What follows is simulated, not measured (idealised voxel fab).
You're looking at the process module voxel local oxidation.
The cross-section on display is named cut; it measures 175 nm wide, and its cells are 5 nm squares.
How to read a cross-section here: the picture is a grid of square cells, written as bands going from the top down, and any band can span one or more rows of cells.
For a band, the entry starts with two heights in nm, that of the top and then that of the bottom, and carries on with the band's materials in order from left to right, each alongside its width in nm; the word "full width" beside a single material means it fills the band edge to edge, and "blank" means empty space.
Heights from 0 (as-received wafer is one material below). Bottom band endless downward, as "0..down".
Top row gets the first number, bottom row gets the second, and each row in between changes by the same step: that is how a band width like "30..40" works.
Where the words "nothing different" appear for a step, the cross-section shows no cell changed by that step; every cell remained as before.
Each empty space that has no open way to the top and spans at least 8 cells appears under "Internal closed voids" as width x height at distance, the distance counted from the left edge, all in nm.
Anything after a step's settings on that line? It's the simulator's own note about the step.
"overlay nm" answers the question of how far to the right of plan the mask lay on a step that has a mask, and when it is negative the answer is to the left.

## Below is the list of planned process steps
- 1: RECEIVE (material Si)
- 2: CONFORMAL_DEP (material SiO2; thk nm 5)
- 3: CONFORMAL_DEP (material SiN; thk nm 15)
- 4: MASKED_ETCH (tone cover; mask id ACTIVE; width nm 90; etch materials SiN; depth nm 15; overlay nm 0)
- 5: SELECTIVE_ETCH (etch materials SiO2; depth nm 5)
- 6: OXIDIZE (depth nm 15)
- 7: STRIP (etch materials SiN)

## Delivered wafer in cross-section: state after step 1
0..down  Si full width
Internal closed voids: none

## first wafer at the end, as planned
5..0  45 of blank, then 80 of SiO2, then 50 of blank
0..-15  60 of SiO2, then 50 of Si, then 65 of SiO2
-15..down  Si full width
Internal closed voids: none

## Wafer two, end of module, cross-section. Same start, same plan as wafer one. One mistake in the run
0..-15  60 of blank, then 50 of Si, then 65 of blank
-15..down  Si full width
Internal closed voids: none
Finding, execution versus plan: step 7 off recipe, ran as STRIP (etch materials SiO2)
Once processing is complete, comparing cell counts shows that the second wafer has more or fewer of certain materials than the first: SiO2 -91
